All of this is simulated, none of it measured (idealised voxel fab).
process module | voxel ribs on slabs
cross-section cut | 235 nm wide | cells 5 nm
A cross-section is a grid of square cells, given in bands from the top down. A band is one or more rows of cells.
Each band's line starts with the height of the band's top and of its bottom, in nm. Then come its materials from left to right, each with its width in nm. One material with "throughout" fills the band from edge to edge. "air" is empty space.
Height 0 is the level under which the wafer as received is all one material. The lowest band goes on downwards, as in "0 down".
A width such as "30 to 40" changes by the same amount from each row of cells to the next, from the band's top row to its bottom row.
"no change" after a step means that no cell of the cross-section changed.
closed voids: empty space of 8 cells or more with no open way to the top, each as width x height at its distance from the left edge, in nm
after a step's settings: what the simulator itself notes on the step
overlay nm, on a step with a mask: how far to the right of its planned place the mask lay; to the left if negative
plan
1 op RECEIVE | material Si
2 op DIRECTIONAL_DEP | material SiO2 | thk nm 25
3 op DIRECTIONAL_DEP | material polySi | thk nm 25
4 op DIRECTIONAL_DEP | material aC | thk nm 15
5 op PATTERN | tone cover | mask id RIB | material resist | width nm 30 | thk nm 35 | overlay nm 0
6 op DIRECTIONAL_ETCH | etch materials aC | depth nm 15
7 op STRIP | etch materials resist
8 op DIRECTIONAL_ETCH | etch materials polySi | depth nm 5
9 op STRIP | etch materials aC
10 op PATTERN | tone cover | mask id SLAB | material resist | width nm 90 | thk nm 20 | overlay nm 0
11 op DIRECTIONAL_ETCH | etch materials polySi | depth nm 20
12 op STRIP | etch materials resist
13 op FILL_DEP | material SiO2 | thk nm 30
14 op CMP | height nm 70
15 op DIRECTIONAL_DEP | material W | thk nm 10
16 op DIRECTIONAL_DEP | material aC | thk nm 10
17 op PATTERN | tone cover | mask id HEATER | material resist | width nm 40 | thk nm 25 | overlay nm 0
18 op DIRECTIONAL_ETCH | etch materials aC | depth nm 10
19 op STRIP | etch materials resist
20 op DIRECTIONAL_ETCH | etch materials W | depth nm 10
21 op STRIP | etch materials aC
22 op CONFORMAL_DEP | material SiO2 | thk nm 5
as received, after step 1
  0 down: Si throughout
  closed voids: none
first wafer at the end, as planned
  85 to 80: air 90 | SiO2 50 | air 95
  80 to 75: air 90 | SiO2 5 | W 40 | SiO2 5 | air 95
  75 to 70: SiO2 95 | W 40 | SiO2 100
  70 to 50: SiO2 throughout
  50 to 45: SiO2 100 | polySi 30 | SiO2 105
  45 to 25: SiO2 70 | polySi 90 | SiO2 75
  25 to 0: SiO2 throughout
  0 down: Si throughout
  closed voids: none
second wafer at the end: like start, like plan, one mistake
  85 to 80: air 90 | SiO2 50 | air 95
  80 to 75: air 90 | SiO2 5 | W 40 | SiO2 5 | air 95
  75 to 70: SiO2 95 | W 40 | SiO2 100
  70 to 50: SiO2 throughout
  50 to 45: SiO2 100 | polySi 30 | SiO2 105
  45 to 25: SiO2 70 | polySi 95 | SiO2 70
  25 to 0: SiO2 throughout
  0 down: Si throughout
  closed voids: none
what went wrong: step 10 ran as: op PATTERN | tone cover | mask id SLAB | material resist | width nm 95 | thk nm 20 | overlay nm 0
at the end the second wafer has, in cells: 4 fewer of SiO2 | 4 more of polySi
